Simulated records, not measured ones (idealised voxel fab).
Process module heading - voxel self aligned contacts
FYI the section here is cut, 185 nm wide, cells are 5 nm squares.
How to read a cross-section here: the picture is a grid of square cells, written as bands going from the top down, and any band can span one or more rows of cells.
Band entry format. Leading values: height of top, height of bottom, nm. Remainder: materials in left-to-right order, each with its width in nm. Special words: "all across" on a single material, which then fills the band edge to edge; "empty", empty space.
The level at which height equals 0 is the one under which the wafer, as it arrives, is entirely one material. No lower edge exists for the bottom band, which continues downward and is notated as in "z 0 and below".
Read "30 to 40" as a graded width: first number on top, second number at the bottom, same change between each pair of neighbouring rows.
Step marked "no alterations made"? Then no cell in the cross-section changed in it.
Entry "Unvented cavities" = empty spaces >= 8 cells with no open way to the top; each as width x height at distance, distance from left edge, all nm.
Formally, on a step line, whatever follows the settings is a remark that the simulator itself makes on the step.
What "overlay nm" on a step's line means: if the step has a mask, that mask lay this far to the right of its planned place, or, when the value is negative, to the left.
### This section lists the process steps that were planned
- 1: RECEIVE with material Si
- 2: CONFORMAL_DEP with material SiO2, thk nm 5
- 3: DIRECTIONAL_DEP with material polySi, thk nm 25
- 4: DIRECTIONAL_DEP with material SiN, thk nm 25
- 5: DIRECTIONAL_DEP with material aC, thk nm 15
- 6: PATTERN with tone cover, mask id GATE, material resist, width nm 30, pitch nm 75, thk nm 30, overlay nm 0
- 7: DIRECTIONAL_ETCH with etch materials aC, depth nm 15
- 8: STRIP with etch materials resist
- 9: DIRECTIONAL_ETCH with etch materials SiN, depth nm 25
- 10: DIRECTIONAL_ETCH with etch materials polySi, depth nm 25
- 11: STRIP with etch materials aC
- 12: CONFORMAL_DEP with material SiN, thk nm 10
- 13: DIRECTIONAL_ETCH with etch materials SiN, depth nm 10
- 14: FILL_DEP with material SiO2, thk nm 15
- 15: CMP with height nm 60
- 16: MASKED_ETCH with tone open, mask id CONTACT, width nm 55, etch materials SiO2, depth nm 60, overlay nm 0
- 17: CONFORMAL_DEP with material TiN, thk nm 5
- 18: FILL_DEP with material Ru, thk nm 10
- 19: CMP with height nm 60
- 20: CONFORMAL_DEP with material SiCN, thk nm 5
### So this is the incoming wafer in cross-section - it's already been through step 1
* z 0 and below | Si all across
* Unvented cavities: none
### As-planned run: cross-section of the first of two wafers at end of module
* z 65 to 60 | SiCN all across
* z 60 to 55 | 65 SiO2 / 20 TiN / 15 Ru / 20 TiN / 65 SiO2
* z 55 to 30 | 30 SiO2 / 50 SiN / 5 TiN / 15 Ru / 5 TiN / 50 SiN / 30 SiO2
* z 30 to 5 | 30 SiO2 / 10 SiN / 30 polySi / 10 SiN / 5 TiN / 15 Ru / 5 TiN / 10 SiN / 30 polySi / 10 SiN / 30 SiO2
* z 5 to 0 | 80 SiO2 / 25 TiN / 80 SiO2
* z 0 and below | Si all across
* Unvented cavities: none
### Second wafer through the module, sectioned at the end: same beginning and same plan as the first wafer, with one mistake in carrying it out
* z 65 to 60 | SiCN all across
* z 60 to 55 | 65 SiO2 / 20 TiN / 15 Ru / 20 TiN / 65 SiO2
* z 55 to 30 | 30 SiO2 / 50 SiN / 5 TiN / 15 Ru / 5 TiN / 50 SiN / 30 SiO2
* z 30 to 25 | 80 SiO2 / 25 TiN / 80 SiO2
* z 25 to 0 | polySi all across
* z 0 and below | Si all across
* Unvented cavities: none
Misprocessing identified: order of steps 2 and 3 inverted relative to the plan
The final cell counts differ between the wafers, with the second having more or fewer of some materials than the first: 15 fewer of Ru; 40 fewer of SiN; 60 fewer of SiO2; 10 fewer of TiN; 125 more of polySi
